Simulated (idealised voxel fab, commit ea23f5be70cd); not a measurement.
Documented hereafter: the process module known as voxel wiring stack.
cross-section cut | 205 nm wide | cells 5 nm
Reading order for cross-sections: top band down to bottom band. Underlying form: a grid of square cells. Band size: one or more rows of cells.
Heights first: top, then bottom, in nm. Then materials, left to right, each with a width in nm. "throughout" on a single material: fills the band edge to edge. "air": empty space.
Ref level 0: as-received wafer is one material below here. Bottom band extends down with no lower bound ("z 0 and below").
A width such as "30 to 40" changes by the same amount from each row of cells to the next, from the band's top row to its bottom row.
A step reported as "nothing got changed" is a step in which no cell of the cross-section changed.
Empty spaces counting at least 8 cells and having no open way to the top are listed in "Enclosed void entries". The notation width x height at distance is used for each, the distance being from the left edge and all three values in nm.
On a step's line, text after the settings is the simulator commenting on that step.
overlay nm: mask right of planned place by this much (step with mask). Neg. = left.
Reading guide: pairs of cross-sections, before and after one process step; after view cut off at lowest changed band; step and settings listed under each pair. Pairs may stem from different runs of this module on the same starting wafer; continuity with the pair above only where the "Pre-step snapshot" entry states it.

PRE-STEP SNAPSHOT
z 70 to 35 = 20 lowk, then 15 air, then 30 lowk, then 15 air, then 30 lowk, then 15 air, then 30 lowk, then 15 air, then 35 lowk
z 35 to 30 = SiCN throughout
z 30 to 15 = 20 lowk, then 25 Ru, then 20 lowk, then 25 Ru, then 20 lowk, then 25 Ru, then 20 lowk, then 25 Ru, then 25 lowk
z 15 to 10 = 20 lowk, then 25 TiN, then 20 lowk, then 25 TiN, then 20 lowk, then 25 TiN, then 20 lowk, then 25 TiN, then 25 lowk
z 10 to 0 = SiO2 throughout
z 0 and below = Si throughout
Enclosed void entries: none

STRUCTURE AFTER STEP
z 90 to 70 = 25 resist, then 25 air, then 20 resist, then 25 air, then 20 resist, then 25 air, then 20 resist, then 25 air, then 20 resist
z 70 to 35 = 20 lowk, then 5 resist, then 10 air, then 30 lowk, then 5 resist, then 10 air, then 30 lowk, then 5 resist, then 10 air, then 30 lowk, then 5 resist, then 10 air, then 35 lowk
Below 35, the layers are the same as they were.
Enclosed void entries: none
The process step separating the two cross-sections depicted above is as follows: PATTERN [tone open] [mask id METAL_2] [material resist] [width nm 25] [pitch nm 45] [thk nm 20] [overlay nm 5]

Pre-step snapshot: It is represented by the cross-section appearing after the step of the pair directly above.

STRUCTURE AFTER STEP
z 90 to 70 = 25 resist, then 25 air, then 20 resist, then 25 air, then 20 resist, then 25 air, then 20 resist, then 25 air, then 20 resist
z 70 to 50 = 20 lowk, then 5 resist, then 25 air, then 15 lowk, then 5 resist, then 25 air, then 15 lowk, then 5 resist, then 25 air, then 15 lowk, then 5 resist, then 25 air, then 20 lowk
Below 50, the layers are the same as they were.
Enclosed void entries: none
The process step separating the two cross-sections depicted above is as follows: DIRECTIONAL_ETCH [etch materials lowk] [depth nm 20]

Pre-step snapshot: It is represented by the cross-section appearing after the step of the pair directly above.

STRUCTURE AFTER STEP
z 90 to 70 = 25 resist, then 25 air, then 20 resist, then 25 air, then 20 resist, then 25 air, then 20 resist, then 25 air, then 20 resist
z 70 to 50 = 20 lowk, then 5 resist, then 25 air, then 15 lowk, then 5 resist, then 25 air, then 15 lowk, then 5 resist, then 25 air, then 15 lowk, then 5 resist, then 25 air, then 20 lowk
z 50 to 35 = 20 lowk, then 5 resist, then 10 air, then 30 lowk, then 5 resist, then 10 air, then 30 lowk, then 5 resist, then 10 air, then 30 lowk, then 5 resist, then 10 air, then 35 lowk
z 35 to 30 = 25 SiCN, then 10 air, then 35 SiCN, then 10 air, then 35 SiCN, then 10 air, then 35 SiCN, then 10 air, then 35 SiCN
Below 30, the layers are the same as they were.
Enclosed void entries: none
The process step separating the two cross-sections depicted above is as follows: DIRECTIONAL_ETCH [etch materials SiCN] [depth nm 5]

Pre-step snapshot: It is represented by the cross-section appearing after the step of the pair directly above.

STRUCTURE AFTER STEP
z 70 to 50 = 20 lowk, then 30 air, then 15 lowk, then 30 air, then 15 lowk, then 30 air, then 15 lowk, then 30 air, then 20 lowk
z 50 to 35 = 20 lowk, then 15 air, then 30 lowk, then 15 air, then 30 lowk, then 15 air, then 30 lowk, then 15 air, then 35 lowk
Below 35, the layers are the same as they were.
Enclosed void entries: none
The process step separating the two cross-sections depicted above is as follows: STRIP [etch materials resist]

Pre-step snapshot: It is represented by the cross-section appearing after the step of the pair directly above.

STRUCTURE AFTER STEP
z 75 to 70 = 25 TiN, then 20 air, then 25 TiN, then 20 air, then 25 TiN, then 20 air, then 25 TiN, then 20 air, then 25 TiN
z 70 to 55 = 20 lowk, then 5 TiN, then 20 air, then 5 TiN, then 15 lowk, then 5 TiN, then 20 air, then 5 TiN, then 15 lowk, then 5 TiN, then 20 air, then 5 TiN, then 15 lowk, then 5 TiN, then 20 air, then 5 TiN, then 20 lowk
z 55 to 50 = 20 lowk, then 5 TiN, then 5 air, then 20 TiN, then 15 lowk, then 5 TiN, then 5 air, then 20 TiN, then 15 lowk, then 5 TiN, then 5 air, then 20 TiN, then 15 lowk, then 5 TiN, then 5 air, then 20 TiN, then 20 lowk
z 50 to 40 = 20 lowk, then 5 TiN, then 5 air, then 5 TiN, then 30 lowk, then 5 TiN, then 5 air, then 5 TiN, then 30 lowk, then 5 TiN, then 5 air, then 5 TiN, then 30 lowk, then 5 TiN, then 5 air, then 5 TiN, then 35 lowk
z 40 to 35 = 20 lowk, then 15 TiN, then 30 lowk, then 15 TiN, then 30 lowk, then 15 TiN, then 30 lowk, then 15 TiN, then 35 lowk
z 35 to 30 = 25 SiCN, then 10 TiN, then 35 SiCN, then 10 TiN, then 35 SiCN, then 10 TiN, then 35 SiCN, then 10 TiN, then 35 SiCN
Below 30, the layers are the same as they were.
Enclosed void entries: none
The process step separating the two cross-sections depicted above is as follows: CONFORMAL_DEP [material TiN] [thk nm 5]

Pre-step snapshot: It is represented by the cross-section appearing after the step of the pair directly above.

STRUCTURE AFTER STEP
z 80 to 75 = Cu throughout
z 75 to 70 = 25 TiN, then 20 Cu, then 25 TiN, then 20 Cu, then 25 TiN, then 20 Cu, then 25 TiN, then 20 Cu, then 25 TiN
z 70 to 55 = 20 lowk, then 5 TiN, then 20 Cu, then 5 TiN, then 15 lowk, then 5 TiN, then 20 Cu, then 5 TiN, then 15 lowk, then 5 TiN, then 20 Cu, then 5 TiN, then 15 lowk, then 5 TiN, then 20 Cu, then 5 TiN, then 20 lowk
z 55 to 50 = 20 lowk, then 5 TiN, then 5 Cu, then 20 TiN, then 15 lowk, then 5 TiN, then 5 Cu, then 20 TiN, then 15 lowk, then 5 TiN, then 5 Cu, then 20 TiN, then 15 lowk, then 5 TiN, then 5 Cu, then 20 TiN, then 20 lowk
z 50 to 40 = 20 lowk, then 5 TiN, then 5 Cu, then 5 TiN, then 30 lowk, then 5 TiN, then 5 Cu, then 5 TiN, then 30 lowk, then 5 TiN, then 5 Cu, then 5 TiN, then 30 lowk, then 5 TiN, then 5 Cu, then 5 TiN, then 35 lowk
Below 40, the layers are the same as they were.
Enclosed void entries: none
The process step separating the two cross-sections depicted above is as follows: FILL_DEP [material Cu] [thk nm 5]

Pre-step snapshot: It is represented by the cross-section appearing after the step of the pair directly above.

STRUCTURE AFTER STEP
z 70 to 55 = 20 lowk, then 5 TiN, then 20 Cu, then 5 TiN, then 15 lowk, then 5 TiN, then 20 Cu, then 5 TiN, then 15 lowk, then 5 TiN, then 20 Cu, then 5 TiN, then 15 lowk, then 5 TiN, then 20 Cu, then 5 TiN, then 20 lowk
Below 55, the layers are the same as they were.
Enclosed void entries: none
The process step separating the two cross-sections depicted above is as follows: CMP [height nm 70]

Pre-step snapshot: It is represented by the cross-section appearing after the step of the pair directly above.

STRUCTURE AFTER STEP
z 75 to 70 = SiCN throughout
Below 70, the layers are the same as they were.
Enclosed void entries: none
The process step separating the two cross-sections depicted above is as follows: CONFORMAL_DEP [material SiCN] [thk nm 5]

Pre-step snapshot: It is represented by the cross-section appearing after the step of the pair directly above.

STRUCTURE AFTER STEP
z 95 to 75 = lowk throughout
Below 75, the layers are the same as they were.
Enclosed void entries: none
The process step separating the two cross-sections depicted above is as follows: DIRECTIONAL_DEP [material lowk] [thk nm 20]

Pre-step snapshot: It is represented by the cross-section appearing after the step of the pair directly above.

STRUCTURE AFTER STEP
z 110 to 95 = 20 resist, then 15 air, then 75 resist, then 15 air, then 80 resist
Below 95, the layers are the same as they were.
Enclosed void entries: none
The process step separating the two cross-sections depicted above is as follows: PATTERN [tone open] [mask id PLUG_2] [material resist] [width nm 15] [pitch nm 90] [thk nm 15] [overlay nm 0]

Pre-step snapshot: It is represented by the cross-section appearing after the step of the pair directly above.

STRUCTURE AFTER STEP
z 110 to 95 = 20 resist, then 15 air, then 75 resist, then 15 air, then 80 resist
z 95 to 75 = 20 lowk, then 15 air, then 75 lowk, then 15 air, then 80 lowk
Below 75, the layers are the same as they were.
Enclosed void entries: none
The process step separating the two cross-sections depicted above is as follows: DIRECTIONAL_ETCH [etch materials lowk] [depth nm 20]

Pre-step snapshot: It is represented by the cross-section appearing after the step of the pair directly above.

STRUCTURE AFTER STEP
z 110 to 95 = 20 resist, then 15 air, then 75 resist, then 15 air, then 80 resist
z 95 to 75 = 20 lowk, then 15 air, then 75 lowk, then 15 air, then 80 lowk
z 75 to 70 = 20 SiCN, then 15 air, then 75 SiCN, then 15 air, then 80 SiCN
Below 70, the layers are the same as they were.
Enclosed void entries: none
The process step separating the two cross-sections depicted above is as follows: DIRECTIONAL_ETCH [etch materials SiCN] [depth nm 5]

Pre-step snapshot: It is represented by the cross-section appearing after the step of the pair directly above.

STRUCTURE AFTER STEP
z 95 to 75 = 20 lowk, then 15 air, then 75 lowk, then 15 air, then 80 lowk
Below 75, the layers are the same as they were.
Enclosed void entries: none
The process step separating the two cross-sections depicted above is as follows: STRIP [etch materials resist]

Pre-step snapshot: It is represented by the cross-section appearing after the step of the pair directly above.

STRUCTURE AFTER STEP
z 100 to 95 = 25 TiN, then 5 air, then 85 TiN, then 5 air, then 85 TiN
z 95 to 75 = 20 lowk, then 5 TiN, then 5 air, then 5 TiN, then 75 lowk, then 5 TiN, then 5 air, then 5 TiN, then 80 lowk
z 75 to 70 = 20 SiCN, then 15 TiN, then 75 SiCN, then 15 TiN, then 80 SiCN
Below 70, the layers are the same as they were.
Enclosed void entries: none
The process step separating the two cross-sections depicted above is as follows: CONFORMAL_DEP [material TiN] [thk nm 5]

Pre-step snapshot: It is represented by the cross-section appearing after the step of the pair directly above.

STRUCTURE AFTER STEP
z 110 to 100 = W throughout
z 100 to 95 = 25 TiN, then 5 W, then 85 TiN, then 5 W, then 85 TiN
z 95 to 75 = 20 lowk, then 5 TiN, then 5 W, then 5 TiN, then 75 lowk, then 5 TiN, then 5 W, then 5 TiN, then 80 lowk
Below 75, the layers are the same as they were.
Enclosed void entries: none
The process step separating the two cross-sections depicted above is as follows: FILL_DEP [material W] [thk nm 10]

Pre-step snapshot: It is represented by the cross-section appearing after the step of the pair directly above.

STRUCTURE AFTER STEP
z 95 to 75 = 20 lowk, then 5 TiN, then 5 W, then 5 TiN, then 75 lowk, then 5 TiN, then 5 W, then 5 TiN, then 80 lowk
Below 75, the layers are the same as they were.
Enclosed void entries: none
The process step separating the two cross-sections depicted above is as follows: CMP [height nm 95]

Pre-step snapshot: It is represented by the cross-section appearing after the step of the pair directly above.

STRUCTURE AFTER STEP
z 100 to 95 = TiN throughout
Below 95, the layers are the same as they were.
Enclosed void entries: none
The process step separating the two cross-sections depicted above is as follows: DIRECTIONAL_DEP [material TiN] [thk nm 5]

Pre-step snapshot: It is represented by the cross-section appearing after the step of the pair directly above.

STRUCTURE AFTER STEP
z 115 to 100 = W throughout
Below 100, the layers are the same as they were.
Enclosed void entries: none
The process step separating the two cross-sections depicted above is as follows: DIRECTIONAL_DEP [material W] [thk nm 15]

Pre-step snapshot: It is represented by the cross-section appearing after the step of the pair directly above.

STRUCTURE AFTER STEP
z 115 to 100 = 20 air, then 25 W, then 20 air, then 25 W, then 20 air, then 25 W, then 20 air, then 25 W, then 25 air
Below 100, the layers are the same as they were.
Enclosed void entries: none
The process step separating the two cross-sections depicted above is as follows: MASKED_ETCH [tone cover] [mask id METAL_3] [width nm 25] [pitch nm 45] [etch materials W] [depth nm 15] [overlay nm 0]

Pre-step snapshot: It is represented by the cross-section appearing after the step of the pair directly above.

STRUCTURE AFTER STEP
z 115 to 100 = 20 air, then 25 W, then 20 air, then 25 W, then 20 air, then 25 W, then 20 air, then 25 W, then 25 air
z 100 to 95 = 20 air, then 25 TiN, then 20 air, then 25 TiN, then 20 air, then 25 TiN, then 20 air, then 25 TiN, then 25 air
Below 95, the layers are the same as they were.
Enclosed void entries: none
The process step separating the two cross-sections depicted above is as follows: MASKED_ETCH [tone cover] [mask id METAL_3] [width nm 25] [pitch nm 45] [etch materials TiN] [depth nm 5] [overlay nm 0]

Pre-step snapshot: It is represented by the cross-section appearing after the step of the pair directly above.

STRUCTURE AFTER STEP
z 120 to 115 = 15 air, then 35 SiN, then 10 air, then 35 SiN, then 10 air, then 35 SiN, then 10 air, then 35 SiN, then 20 air
z 115 to 100 = 15 air, then 5 SiN, then 25 W, then 5 SiN, then 10 air, then 5 SiN, then 25 W, then 5 SiN, then 10 air, then 5 SiN, then 25 W, then 5 SiN, then 10 air, then 5 SiN, then 25 W, then 5 SiN, then 20 air
z 100 to 95 = 20 SiN, then 25 TiN, then 20 SiN, then 25 TiN, then 20 SiN, then 25 TiN, then 20 SiN, then 25 TiN, then 25 SiN
Below 95, the layers are the same as they were.
Enclosed void entries: none
The process step separating the two cross-sections depicted above is as follows: CONFORMAL_DEP [material SiN] [thk nm 5]

Pre-step snapshot: It is represented by the cross-section appearing after the step of the pair directly above.

STRUCTURE AFTER STEP
z 125 to 120 = SiO2 throughout
z 120 to 115 = 15 SiO2, then 35 SiN, then 10 SiO2, then 35 SiN, then 10 SiO2, then 35 SiN, then 10 SiO2, then 35 SiN, then 20 SiO2
z 115 to 100 = 15 SiO2, then 5 SiN, then 25 W, then 5 SiN, then 10 SiO2, then 5 SiN, then 25 W, then 5 SiN, then 10 SiO2, then 5 SiN, then 25 W, then 5 SiN, then 10 SiO2, then 5 SiN, then 25 W, then 5 SiN, then 20 SiO2
Below 100, the layers are the same as they were.
Enclosed void entries: none
The process step separating the two cross-sections depicted above is as follows: FILL_DEP [material SiO2] [thk nm 5]

Pre-step snapshot: It is represented by the cross-section appearing after the step of the pair directly above.

STRUCTURE AFTER STEP
z 115 to 100 = 15 SiO2, then 5 SiN, then 25 W, then 5 SiN, then 10 SiO2, then 5 SiN, then 25 W, then 5 SiN, then 10 SiO2, then 5 SiN, then 25 W, then 5 SiN, then 10 SiO2, then 5 SiN, then 25 W, then 5 SiN, then 20 SiO2
Below 100, the layers are the same as they were.
Enclosed void entries: none
The process step separating the two cross-sections depicted above is as follows: CMP [height nm 115]

Pre-step snapshot: It is represented by the cross-section appearing after the step of the pair directly above.

STRUCTURE AFTER STEP
z 120 to 115 = SiCN throughout
Below 115, the layers are the same as they were.
Enclosed void entries: none
The process step separating the two cross-sections depicted above is as follows: CONFORMAL_DEP [material SiCN] [thk nm 5]

PRE-STEP SNAPSHOT
z 115 to 100 = 15 SiO2, then 5 SiN, then 25 W, then 5 SiN, then 10 SiO2, then 5 SiN, then 25 W, then 5 SiN, then 10 SiO2, then 5 SiN, then 25 W, then 5 SiN, then 10 SiO2, then 5 SiN, then 25 W, then 5 SiN, then 20 SiO2
z 100 to 95 = 20 SiN, then 25 TiN, then 20 SiN, then 25 TiN, then 20 SiN, then 25 TiN, then 20 SiN, then 25 TiN, then 25 SiN
z 95 to 75 = 20 lowk, then 5 TiN, then 5 W, then 5 TiN, then 75 lowk, then 5 TiN, then 5 W, then 5 TiN, then 80 lowk
z 75 to 70 = 20 SiCN, then 15 TiN, then 75 SiCN, then 15 TiN, then 80 SiCN
z 70 to 55 = 20 lowk, then 5 TiN, then 15 Cu, then 5 TiN, then 20 lowk, then 5 TiN, then 15 Cu, then 5 TiN, then 20 lowk, then 5 TiN, then 15 Cu, then 5 TiN, then 20 lowk, then 5 TiN, then 15 Cu, then 5 TiN, then 25 lowk
z 55 to 50 = 20 lowk, then 5 TiN, then 5 Cu, then 15 TiN, then 20 lowk, then 5 TiN, then 5 Cu, then 15 TiN, then 20 lowk, then 5 TiN, then 5 Cu, then 15 TiN, then 20 lowk, then 5 TiN, then 5 Cu, then 15 TiN, then 25 lowk
z 50 to 35 = 20 lowk, then 5 TiN, then 5 Cu, then 5 TiN, then 30 lowk, then 5 TiN, then 5 Cu, then 5 TiN, then 30 lowk, then 5 TiN, then 5 Cu, then 5 TiN, then 30 lowk, then 5 TiN, then 5 Cu, then 5 TiN, then 35 lowk
z 35 to 30 = 20 SiCN, then 15 TiN, then 30 SiCN, then 15 TiN, then 30 SiCN, then 15 TiN, then 30 SiCN, then 15 TiN, then 35 SiCN
z 30 to 15 = 20 lowk, then 25 Ru, then 20 lowk, then 25 Ru, then 20 lowk, then 25 Ru, then 20 lowk, then 25 Ru, then 25 lowk
z 15 to 10 = 20 lowk, then 25 TiN, then 20 lowk, then 25 TiN, then 20 lowk, then 25 TiN, then 20 lowk, then 25 TiN, then 25 lowk
z 10 to 0 = SiO2 throughout
z 0 and below = Si throughout
Enclosed void entries: none

STRUCTURE AFTER STEP
z 120 to 115 = SiO2 throughout
Below 115, the layers are the same as they were.
Enclosed void entries: none
The process step separating the two cross-sections depicted above is as follows: CONFORMAL_DEP [material SiO2] [thk nm 5]

PRE-STEP SNAPSHOT
z 70 to 35 = 20 lowk, then 15 air, then 30 lowk, then 15 air, then 30 lowk, then 15 air, then 30 lowk, then 15 air, then 35 lowk
z 35 to 30 = SiCN throughout
z 30 to 15 = 20 lowk, then 25 Ru, then 20 lowk, then 25 Ru, then 20 lowk, then 25 Ru, then 20 lowk, then 25 Ru, then 25 lowk
z 15 to 10 = 20 lowk, then 25 TiN, then 20 lowk, then 25 TiN, then 20 lowk, then 25 TiN, then 20 lowk, then 25 TiN, then 25 lowk
z 10 to 0 = SiO2 throughout
z 0 and below = Si throughout
Enclosed void entries: none

STRUCTURE AFTER STEP
z 90 to 70 = 20 air, then 25 resist, then 20 air, then 25 resist, then 20 air, then 25 resist, then 20 air, then 25 resist, then 25 air
z 70 to 35 = 20 lowk, then 15 resist, then 30 lowk, then 15 resist, then 30 lowk, then 15 resist, then 30 lowk, then 15 resist, then 35 lowk
Below 35, the layers are the same as they were.
Enclosed void entries: none
The process step separating the two cross-sections depicted above is as follows: PATTERN [tone cover] [mask id METAL_2] [material resist] [width nm 25] [pitch nm 45] [thk nm 20] [overlay nm 0]

Pre-step snapshot: It is represented by the cross-section appearing after the step of the pair directly above.

STRUCTURE AFTER STEP
z 90 to 70 = 20 air, then 25 resist, then 20 air, then 25 resist, then 20 air, then 25 resist, then 20 air, then 25 resist, then 25 air
z 70 to 50 = 20 air, then 15 resist, then 10 lowk, then 20 air, then 15 resist, then 10 lowk, then 20 air, then 15 resist, then 10 lowk, then 20 air, then 15 resist, then 10 lowk, then 25 air
Below 50, the layers are the same as they were.
Enclosed void entries: none
The process step separating the two cross-sections depicted above is as follows: DIRECTIONAL_ETCH [etch materials lowk] [depth nm 20]

Pre-step snapshot: It is represented by the cross-section appearing after the step of the pair directly above.

STRUCTURE AFTER STEP
z 70 to 50 = 35 air, then 10 lowk, then 35 air, then 10 lowk, then 35 air, then 10 lowk, then 35 air, then 10 lowk, then 25 air
z 50 to 35 = 20 lowk, then 15 air, then 30 lowk, then 15 air, then 30 lowk, then 15 air, then 30 lowk, then 15 air, then 35 lowk
Below 35, the layers are the same as they were.
Enclosed void entries: none
The process step separating the two cross-sections depicted above is as follows: STRIP [etch materials resist]

Pre-step snapshot: It is represented by the cross-section appearing after the step of the pair directly above.

STRUCTURE AFTER STEP
z 75 to 70 = 30 air, then 20 TiN, then 25 air, then 20 TiN, then 25 air, then 20 TiN, then 25 air, then 20 TiN, then 20 air
z 70 to 55 = 30 air, then 5 TiN, then 10 lowk, then 5 TiN, then 25 air, then 5 TiN, then 10 lowk, then 5 TiN, then 25 air, then 5 TiN, then 10 lowk, then 5 TiN, then 25 air, then 5 TiN, then 10 lowk, then 5 TiN, then 20 air
z 55 to 50 = 25 TiN, then 5 air, then 5 TiN, then 10 lowk, then 25 TiN, then 5 air, then 5 TiN, then 10 lowk, then 25 TiN, then 5 air, then 5 TiN, then 10 lowk, then 25 TiN, then 5 air, then 5 TiN, then 10 lowk, then 25 TiN
z 50 to 40 = 20 lowk, then 5 TiN, then 5 air, then 5 TiN, then 30 lowk, then 5 TiN, then 5 air, then 5 TiN, then 30 lowk, then 5 TiN, then 5 air, then 5 TiN, then 30 lowk, then 5 TiN, then 5 air, then 5 TiN, then 35 lowk
z 40 to 35 = 20 lowk, then 15 TiN, then 30 lowk, then 15 TiN, then 30 lowk, then 15 TiN, then 30 lowk, then 15 TiN, then 35 lowk
Below 35, the layers are the same as they were.
Enclosed void entries: none
The process step separating the two cross-sections depicted above is as follows: CONFORMAL_DEP [material TiN] [thk nm 5]

Pre-step snapshot: It is represented by the cross-section appearing after the step of the pair directly above.

STRUCTURE AFTER STEP
z 80 to 75 = Cu throughout
z 75 to 70 = 30 Cu, then 20 TiN, then 25 Cu, then 20 TiN, then 25 Cu, then 20 TiN, then 25 Cu, then 20 TiN, then 20 Cu
z 70 to 55 = 30 Cu, then 5 TiN, then 10 lowk, then 5 TiN, then 25 Cu, then 5 TiN, then 10 lowk, then 5 TiN, then 25 Cu, then 5 TiN, then 10 lowk, then 5 TiN, then 25 Cu, then 5 TiN, then 10 lowk, then 5 TiN, then 20 Cu
z 55 to 50 = 25 TiN, then 5 Cu, then 5 TiN, then 10 lowk, then 25 TiN, then 5 Cu, then 5 TiN, then 10 lowk, then 25 TiN, then 5 Cu, then 5 TiN, then 10 lowk, then 25 TiN, then 5 Cu, then 5 TiN, then 10 lowk, then 25 TiN
z 50 to 40 = 20 lowk, then 5 TiN, then 5 Cu, then 5 TiN, then 30 lowk, then 5 TiN, then 5 Cu, then 5 TiN, then 30 lowk, then 5 TiN, then 5 Cu, then 5 TiN, then 30 lowk, then 5 TiN, then 5 Cu, then 5 TiN, then 35 lowk
Below 40, the layers are the same as they were.
Enclosed void entries: none
The process step separating the two cross-sections depicted above is as follows: FILL_DEP [material Cu] [thk nm 5]

Pre-step snapshot: It is represented by the cross-section appearing after the step of the pair directly above.

STRUCTURE AFTER STEP
z 70 to 55 = 30 Cu, then 5 TiN, then 10 lowk, then 5 TiN, then 25 Cu, then 5 TiN, then 10 lowk, then 5 TiN, then 25 Cu, then 5 TiN, then 10 lowk, then 5 TiN, then 25 Cu, then 5 TiN, then 10 lowk, then 5 TiN, then 20 Cu
Below 55, the layers are the same as they were.
Enclosed void entries: none
The process step separating the two cross-sections depicted above is as follows: CMP [height nm 70]

Pre-step snapshot: It is represented by the cross-section appearing after the step of the pair directly above.

STRUCTURE AFTER STEP
z 75 to 70 = SiCN throughout
Below 70, the layers are the same as they were.
Enclosed void entries: none
The process step separating the two cross-sections depicted above is as follows: CONFORMAL_DEP [material SiCN] [thk nm 5]

Pre-step snapshot: It is represented by the cross-section appearing after the step of the pair directly above.

STRUCTURE AFTER STEP
z 95 to 75 = lowk throughout
Below 75, the layers are the same as they were.
Enclosed void entries: none
The process step separating the two cross-sections depicted above is as follows: DIRECTIONAL_DEP [material lowk] [thk nm 20]

Pre-step snapshot: It is represented by the cross-section appearing after the step of the pair directly above.

STRUCTURE AFTER STEP
z 110 to 95 = 20 resist, then 15 air, then 75 resist, then 15 air, then 80 resist
Below 95, the layers are the same as they were.
Enclosed void entries: none
The process step separating the two cross-sections depicted above is as follows: PATTERN [tone open] [mask id PLUG_2] [material resist] [width nm 15] [pitch nm 90] [thk nm 15] [overlay nm 0]

Pre-step snapshot: It is represented by the cross-section appearing after the step of the pair directly above.

STRUCTURE AFTER STEP
z 110 to 95 = 20 resist, then 15 air, then 75 resist, then 15 air, then 80 resist
z 95 to 75 = 20 lowk, then 15 air, then 75 lowk, then 15 air, then 80 lowk
Below 75, the layers are the same as they were.
Enclosed void entries: none
The process step separating the two cross-sections depicted above is as follows: DIRECTIONAL_ETCH [etch materials lowk] [depth nm 20]

Pre-step snapshot: It is represented by the cross-section appearing after the step of the pair directly above.

STRUCTURE AFTER STEP
z 110 to 95 = 20 resist, then 15 air, then 75 resist, then 15 air, then 80 resist
z 95 to 75 = 20 lowk, then 15 air, then 75 lowk, then 15 air, then 80 lowk
z 75 to 70 = 20 SiCN, then 15 air, then 75 SiCN, then 15 air, then 80 SiCN
Below 70, the layers are the same as they were.
Enclosed void entries: none
The process step separating the two cross-sections depicted above is as follows: DIRECTIONAL_ETCH [etch materials SiCN] [depth nm 5]

Pre-step snapshot: It is represented by the cross-section appearing after the step of the pair directly above.

STRUCTURE AFTER STEP
z 95 to 75 = 20 lowk, then 15 air, then 75 lowk, then 15 air, then 80 lowk
Below 75, the layers are the same as they were.
Enclosed void entries: none
The process step separating the two cross-sections depicted above is as follows: STRIP [etch materials resist]

Pre-step snapshot: It is represented by the cross-section appearing after the step of the pair directly above.

STRUCTURE AFTER STEP
z 100 to 95 = 25 TiN, then 5 air, then 85 TiN, then 5 air, then 85 TiN
z 95 to 75 = 20 lowk, then 5 TiN, then 5 air, then 5 TiN, then 75 lowk, then 5 TiN, then 5 air, then 5 TiN, then 80 lowk
z 75 to 70 = 20 SiCN, then 15 TiN, then 75 SiCN, then 15 TiN, then 80 SiCN
Below 70, the layers are the same as they were.
Enclosed void entries: none
The process step separating the two cross-sections depicted above is as follows: CONFORMAL_DEP [material TiN] [thk nm 5]

Pre-step snapshot: It is represented by the cross-section appearing after the step of the pair directly above.

STRUCTURE AFTER STEP
z 110 to 100 = W throughout
z 100 to 95 = 25 TiN, then 5 W, then 85 TiN, then 5 W, then 85 TiN
z 95 to 75 = 20 lowk, then 5 TiN, then 5 W, then 5 TiN, then 75 lowk, then 5 TiN, then 5 W, then 5 TiN, then 80 lowk
Below 75, the layers are the same as they were.
Enclosed void entries: none
The process step separating the two cross-sections depicted above is as follows: FILL_DEP [material W] [thk nm 10]

Pre-step snapshot: It is represented by the cross-section appearing after the step of the pair directly above.

STRUCTURE AFTER STEP
z 95 to 75 = 20 lowk, then 5 TiN, then 5 W, then 5 TiN, then 75 lowk, then 5 TiN, then 5 W, then 5 TiN, then 80 lowk
Below 75, the layers are the same as they were.
Enclosed void entries: none
The process step separating the two cross-sections depicted above is as follows: CMP [height nm 95]

Pre-step snapshot: It is represented by the cross-section appearing after the step of the pair directly above.

STRUCTURE AFTER STEP
z 100 to 95 = TiN throughout
Below 95, the layers are the same as they were.
Enclosed void entries: none
The process step separating the two cross-sections depicted above is as follows: DIRECTIONAL_DEP [material TiN] [thk nm 5]

Pre-step snapshot: It is represented by the cross-section appearing after the step of the pair directly above.

STRUCTURE AFTER STEP
z 115 to 100 = W throughout
Below 100, the layers are the same as they were.
Enclosed void entries: none
The process step separating the two cross-sections depicted above is as follows: DIRECTIONAL_DEP [material W] [thk nm 15]

Pre-step snapshot: It is represented by the cross-section appearing after the step of the pair directly above.

STRUCTURE AFTER STEP
z 115 to 100 = 20 air, then 25 W, then 20 air, then 25 W, then 20 air, then 25 W, then 20 air, then 25 W, then 25 air
Below 100, the layers are the same as they were.
Enclosed void entries: none
The process step separating the two cross-sections depicted above is as follows: MASKED_ETCH [tone cover] [mask id METAL_3] [width nm 25] [pitch nm 45] [etch materials W] [depth nm 15] [overlay nm 0]

Pre-step snapshot: It is represented by the cross-section appearing after the step of the pair directly above.

STRUCTURE AFTER STEP
z 115 to 100 = 20 air, then 25 W, then 20 air, then 25 W, then 20 air, then 25 W, then 20 air, then 25 W, then 25 air
z 100 to 95 = 20 air, then 25 TiN, then 20 air, then 25 TiN, then 20 air, then 25 TiN, then 20 air, then 25 TiN, then 25 air
Below 95, the layers are the same as they were.
Enclosed void entries: none
The process step separating the two cross-sections depicted above is as follows: MASKED_ETCH [tone cover] [mask id METAL_3] [width nm 25] [pitch nm 45] [etch materials TiN] [depth nm 5] [overlay nm 0]

Pre-step snapshot: It is represented by the cross-section appearing after the step of the pair directly above.

STRUCTURE AFTER STEP
z 120 to 115 = 15 air, then 35 SiN, then 10 air, then 35 SiN, then 10 air, then 35 SiN, then 10 air, then 35 SiN, then 20 air
z 115 to 100 = 15 air, then 5 SiN, then 25 W, then 5 SiN, then 10 air, then 5 SiN, then 25 W, then 5 SiN, then 10 air, then 5 SiN, then 25 W, then 5 SiN, then 10 air, then 5 SiN, then 25 W, then 5 SiN, then 20 air
z 100 to 95 = 20 SiN, then 25 TiN, then 20 SiN, then 25 TiN, then 20 SiN, then 25 TiN, then 20 SiN, then 25 TiN, then 25 SiN
Below 95, the layers are the same as they were.
Enclosed void entries: none
The process step separating the two cross-sections depicted above is as follows: CONFORMAL_DEP [material SiN] [thk nm 5]

Pre-step snapshot: It is represented by the cross-section appearing after the step of the pair directly above.

STRUCTURE AFTER STEP
z 125 to 120 = SiO2 throughout
z 120 to 115 = 15 SiO2, then 35 SiN, then 10 SiO2, then 35 SiN, then 10 SiO2, then 35 SiN, then 10 SiO2, then 35 SiN, then 20 SiO2
z 115 to 100 = 15 SiO2, then 5 SiN, then 25 W, then 5 SiN, then 10 SiO2, then 5 SiN, then 25 W, then 5 SiN, then 10 SiO2, then 5 SiN, then 25 W, then 5 SiN, then 10 SiO2, then 5 SiN, then 25 W, then 5 SiN, then 20 SiO2
Below 100, the layers are the same as they were.
Enclosed void entries: none
The process step separating the two cross-sections depicted above is as follows: FILL_DEP [material SiO2] [thk nm 5]

Pre-step snapshot: It is represented by the cross-section appearing after the step of the pair directly above.

STRUCTURE AFTER STEP
z 115 to 100 = 15 SiO2, then 5 SiN, then 25 W, then 5 SiN, then 10 SiO2, then 5 SiN, then 25 W, then 5 SiN, then 10 SiO2, then 5 SiN, then 25 W, then 5 SiN, then 10 SiO2, then 5 SiN, then 25 W, then 5 SiN, then 20 SiO2
Below 100, the layers are the same as they were.
Enclosed void entries: none
The process step separating the two cross-sections depicted above is as follows: CMP [height nm 115]
